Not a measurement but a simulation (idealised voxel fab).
The process module that follows is named voxel gate over fins.
Cross-sectional view cut (width: 180 nm; square cell size: 5 nm).
Cross-section, as written here: a square-cell grid given band by band from the top down, where a band holds one or more rows of cells.
First you get the band's top height and its bottom height, in nm, and then the materials it's made of, left to right, with each width in nm. If you see a single material with "everywhere", that one covers the band edge to edge. "empty" is empty space.
Zero point of the height axis is 0; under it, received wafer = one material. Lowest band: continues down indefinitely, "0 -> down".
Graded width ("30->40"): value in top row of band = first number; value in bottom row = second number; row-to-row change constant.
Given "nothing got changed" for a step, no cell of the cross-section differs between before and after that step.
"Enclosed void catalog" enumerates empty spaces isolated from the top, with no open way to it, that contain at least 8 cells, giving each as width x height at distance from the left edge, all three in nm.
On each step's line, the part that comes after the settings is the simulator's own comment on the step.
Among the settings permitted on a step's line is "overlay nm"; applied to a step with a mask, it specifies the extent to which the mask lay to the right of its planned position, whereas a negative figure signifies a position to the left.

## Process steps foreseen in the plan
1,RECEIVE [material Si]
2,CONFORMAL_DEP [material SiN] [thk nm 10]
3,DIRECTIONAL_DEP [material aC] [thk nm 10]
4,PATTERN [tone cover] [mask id FINS] [material resist] [width nm 15] [pitch nm 40] [thk nm 25] [overlay nm 0]
5,DIRECTIONAL_ETCH [etch materials aC] [depth nm 10]
6,STRIP [etch materials resist]
7,DIRECTIONAL_ETCH [etch materials SiN] [depth nm 10]
8,DIRECTIONAL_ETCH [etch materials Si] [depth nm 30]
9,STRIP [etch materials aC]
10,OXIDIZE [depth nm 5]
11,FILL_DEP [material SiO2] [thk nm 15]
12,CMP [height nm 10]
13,SELECTIVE_ETCH [etch materials SiO2] [depth nm 25]
14,STRIP [etch materials SiN]
15,CONFORMAL_DEP [material HfO2] [thk nm 5]
16,CONFORMAL_DEP [material TiN] [thk nm 5]
17,FILL_DEP [material W] [thk nm 10]
18,CMP [height nm 15]
19,CONFORMAL_DEP [material SiCN] [thk nm 10]

## Received-state cross-section, reflecting completion of step 1
- 0 -> down: Si everywhere
- Enclosed void catalog: none

## The first of two wafers, cross-sectioned at the end of the module, with the run proceeding as planned
- 25 -> 15: SiCN everywhere
- 15 -> 10: W everywhere
- 10 -> 5: W (15), then TiN (25), then W (15), then TiN (25), then W (15), then TiN (25), then W (15), then TiN (25), then W (20)
- 5 -> 0: W (15), then TiN (5), then HfO2 (15), then TiN (5), then W (15), then TiN (5), then HfO2 (15), then TiN (5), then W (15), then TiN (5), then HfO2 (15), then TiN (5), then W (15), then TiN (5), then HfO2 (15), then TiN (5), then W (20)
- 0 -> -5: W (15), then TiN (5), then HfO2 (5), then Si (5), then HfO2 (5), then TiN (5), then W (15), then TiN (5), then HfO2 (5), then Si (5), then HfO2 (5), then TiN (5), then W (15), then TiN (5), then HfO2 (5), then Si (5), then HfO2 (5), then TiN (5), then W (15), then TiN (5), then HfO2 (5), then Si (5), then HfO2 (5), then TiN (5), then W (20)
- -5 -> -10: TiN (20), then HfO2 (5), then Si (5), then HfO2 (5), then TiN (25), then HfO2 (5), then Si (5), then HfO2 (5), then TiN (25), then HfO2 (5), then Si (5), then HfO2 (5), then TiN (25), then HfO2 (5), then Si (5), then HfO2 (5), then TiN (25)
- -10 -> -15: HfO2 (25), then Si (5), then HfO2 (35), then Si (5), then HfO2 (35), then Si (5), then HfO2 (35), then Si (5), then HfO2 (30)
- -15 -> -35: SiO2 (25), then Si (5), then SiO2 (35), then Si (5), then SiO2 (35), then Si (5), then SiO2 (35), then Si (5), then SiO2 (30)
- -35 -> down: Si everywhere
- Enclosed void catalog: none

## Wafer two, sectioned after the module: the first wafer's start, the first wafer's plan, and one mistake in how it was run
- 25 -> 15: SiCN everywhere
- 15 -> 10: W everywhere
- 10 -> 5: W (15), then HfO2 (25), then W (15), then HfO2 (25), then W (15), then HfO2 (25), then W (15), then HfO2 (25), then W (20)
- 5 -> 0: W (15), then HfO2 (5), then TiN (15), then HfO2 (5), then W (15), then HfO2 (5), then TiN (15), then HfO2 (5), then W (15), then HfO2 (5), then TiN (15), then HfO2 (5), then W (15), then HfO2 (5), then TiN (15), then HfO2 (5), then W (20)
- 0 -> -5: W (15), then HfO2 (5), then TiN (5), then Si (5), then TiN (5), then HfO2 (5), then W (15), then HfO2 (5), then TiN (5), then Si (5), then TiN (5), then HfO2 (5), then W (15), then HfO2 (5), then TiN (5), then Si (5), then TiN (5), then HfO2 (5), then W (15), then HfO2 (5), then TiN (5), then Si (5), then TiN (5), then HfO2 (5), then W (20)
- -5 -> -10: HfO2 (20), then TiN (5), then Si (5), then TiN (5), then HfO2 (25), then TiN (5), then Si (5), then TiN (5), then HfO2 (25), then TiN (5), then Si (5), then TiN (5), then HfO2 (25), then TiN (5), then Si (5), then TiN (5), then HfO2 (25)
- -10 -> -15: TiN (25), then Si (5), then TiN (35), then Si (5), then TiN (35), then Si (5), then TiN (35), then Si (5), then TiN (30)
- -15 -> -35: SiO2 (25), then Si (5), then SiO2 (35), then Si (5), then SiO2 (35), then Si (5), then SiO2 (35), then Si (5), then SiO2 (30)
- -35 -> down: Si everywhere
- Enclosed void catalog: none
Error vs. plan: step 15 ran in the slot meant for step 16, and vice versa
So at the finish, the second wafer's got exactly as many cells of each material as the first, just not in the same spots.
